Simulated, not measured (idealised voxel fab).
process module | voxel self aligned contacts
cross-section cut | 185 nm wide | cells 5 nm
A cross-section is a grid of square cells, given in bands from the top down. A band is one or more rows of cells.
Each band's line starts with the height of the band's top and of its bottom, in nm. Then come its materials from left to right, each with its width in nm. One material with "throughout" fills the band from edge to edge. "air" is empty space.
Height 0 is the level under which the wafer as received is all one material. The lowest band goes on downwards, as in "0 down".
A width such as "30 to 40" changes by the same amount from each row of cells to the next, from the band's top row to its bottom row.
"no change" after a step means that no cell of the cross-section changed.
closed voids: empty space of 8 cells or more with no open way to the top, each as width x height at its distance from the left edge, in nm
after a step's settings: what the simulator itself notes on the step
overlay nm, on a step with a mask: how far to the right of its planned place the mask lay; to the left if negative
plan
1 op RECEIVE | material Si
2 op CONFORMAL_DEP | material SiO2 | thk nm 5
3 op DIRECTIONAL_DEP | material polySi | thk nm 25
4 op DIRECTIONAL_DEP | material SiN | thk nm 15
5 op PATTERN | tone cover | mask id GATE | material resist | width nm 25 | pitch nm 50 | thk nm 20 | overlay nm 0
6 op DIRECTIONAL_ETCH | etch materials SiN | depth nm 15
7 op DIRECTIONAL_ETCH | etch materials polySi | depth nm 25
8 op STRIP | etch materials resist
9 op CONFORMAL_DEP | material SiN | thk nm 5
10 op DIRECTIONAL_ETCH | etch materials SiN | depth nm 5
11 op FILL_DEP | material SiO2 | thk nm 20
12 op CMP | height nm 55
13 op PATTERN | tone open | mask id CONTACT | material resist | width nm 35 | thk nm 15 | overlay nm 0
14 op DIRECTIONAL_ETCH | etch materials SiO2 | depth nm 55
15 op STRIP | etch materials resist
16 op CONFORMAL_DEP | material TiN | thk nm 5
17 op FILL_DEP | material W | thk nm 10
18 op CMP | height nm 55
19 op CONFORMAL_DEP | material SiN | thk nm 5
as received, after step 1
  0 down: Si throughout
  closed voids: none
first wafer at the end, as planned
  60 to 55: SiN throughout
  55 to 45: SiO2 75 | TiN 5 to 15 | W 25 to 5 | TiN 5 to 15 | SiO2 75
  45 to 30: SiO2 50 | SiN 35 | TiN 5 | W 5 | TiN 5 | SiN 35 | SiO2 50
  30 to 5: SiO2 50 | SiN 5 | polySi 25 | SiN 5 | TiN 5 | W 5 | TiN 5 | SiN 5 | polySi 25 | SiN 5 | SiO2 50
  5 to 0: SiO2 85 | TiN 15 | SiO2 85
  0 down: Si throughout
  closed voids: none
second wafer at the end: like start, like plan, one mistake
  60 to 55: SiN throughout
  55 to 45: SiO2 75 | TiN 5 to 15 | W 25 to 5 | TiN 5 to 15 | SiO2 75
  45 to 30: SiO2 50 | SiN 35 | TiN 5 | W 5 | TiN 5 | SiN 35 | SiO2 50
  30 to 10: SiO2 50 | SiN 5 | polySi 25 | SiN 5 | TiN 5 | W 5 | TiN 5 | SiN 5 | polySi 25 | SiN 5 | SiO2 50
  10 to 5: SiO2 50 | SiN 5 | polySi 25 | SiN 5 | TiN 15 | SiN 5 | polySi 25 | SiN 5 | SiO2 50
  5 to 0: TiN throughout
  0 down: Si throughout
  closed voids: none
what went wrong: step 2 ran as: op CONFORMAL_DEP | material TiN | thk nm 5
at the end the second wafer has, in cells: 34 fewer of SiO2 | 35 more of TiN | 1 fewer of W
